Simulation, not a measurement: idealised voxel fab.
A process module follows: voxel self aligned vias.
Pictured: cross-section cut, 225 nm wide, on a grid of 5 nm square cells.
Format of a cross-section: grid, square cells. Given as bands. Order: top down. Band: one or more rows of cells. Top, bottom (nm), then materials left to right with widths (nm); lone material tagged "throughout" fills the whole band edge to edge; "empty" = empty space. Height 0 is the level under which the wafer as received is all one material. The lowest band goes on downwards, as in "0 and below". Think of "30 to 40" as a width that walks from the first number to the second as you go down the band, top row to bottom row, taking equal-sized steps from row to row. Step note "no modification" = no cross-section cell changed. Closed empty spaces (no open way to the top) of 8 cells or more are what "Enclosed internal voids" lists, each as width x height at distance from the left edge, nm for all three. That trailing text on a step's line, after the settings, is the simulator's own remark on the step. overlay nm: on a step with a mask, how far right of its planned place the mask lay; negative means left.
Process steps foreseen in the plan:
- 1: RECEIVE with material Si
- 2: CONFORMAL_DEP with material SiO2, thk nm 15
- 3: CONFORMAL_DEP with material SiCN, thk nm 5
- 4: DIRECTIONAL_DEP with material SiO2, thk nm 20
- 5: MASKED_ETCH with tone open, mask id LINES, width nm 25, pitch nm 75, etch materials SiO2, depth nm 20, overlay nm 0
- 6: CONFORMAL_DEP with material TiN, thk nm 5
- 7: FILL_DEP with material W, thk nm 10
- 8: CMP with height nm 40
- 9: SELECTIVE_ETCH with etch materials W Ru TiN, depth nm 5
- 10: FILL_DEP with material SiN, thk nm 10
- 11: CMP with height nm 40
- 12: DIRECTIONAL_DEP with material SiO2, thk nm 15
- 13: DIRECTIONAL_DEP with material aC, thk nm 10
- 14: PATTERN with tone open, mask id VIAS, material resist, width nm 45, pitch nm 75, thk nm 30, overlay nm 0
- 15: DIRECTIONAL_ETCH with etch materials aC, depth nm 10
- 16: STRIP with etch materials resist
- 17: DIRECTIONAL_ETCH with etch materials SiO2, depth nm 15
- 18: DIRECTIONAL_ETCH with etch materials SiN, depth nm 5
- 19: STRIP with etch materials aC
- 20: CONFORMAL_DEP with material TiN, thk nm 5
- 21: FILL_DEP with material Cu, thk nm 10
- 22: CMP with height nm 55
- 23: CONFORMAL_DEP with material SiN, thk nm 5
Cross-section of the wafer as it came to us, i.e., already through step 1:
0 and below: Si throughout
Enclosed internal voids: none
Here's the wafer cut in cross-section after the module, started and planned just like above, except one thing was done wrong in the run:
60 down to 55: SiN throughout
55 down to 40: SiO2 50 nm / TiN 5 nm / Cu 35 nm / TiN 5 nm / SiO2 30 nm / TiN 5 nm / Cu 35 nm / TiN 5 nm / SiO2 55 nm
40 down to 35: SiN 50 nm / TiN 45 nm / SiN 30 nm / TiN 45 nm / SiN 55 nm
35 down to 30: W throughout
30 down to 25: TiN 65 nm / W 15 nm / TiN 60 nm / W 15 nm / TiN 70 nm
25 down to 10: SiO2 60 nm / TiN 5 nm / W 15 nm / TiN 5 nm / SiO2 50 nm / TiN 5 nm / W 15 nm / TiN 5 nm / SiO2 65 nm
10 down to 5: SiO2 60 nm / TiN 25 nm / SiO2 50 nm / TiN 25 nm / SiO2 65 nm
5 down to 0: SiCN throughout
0 and below: Si throughout
Enclosed internal voids: none
Want to know what went wrong? it should be noted that step 2 of the plan was omitted and was not performed
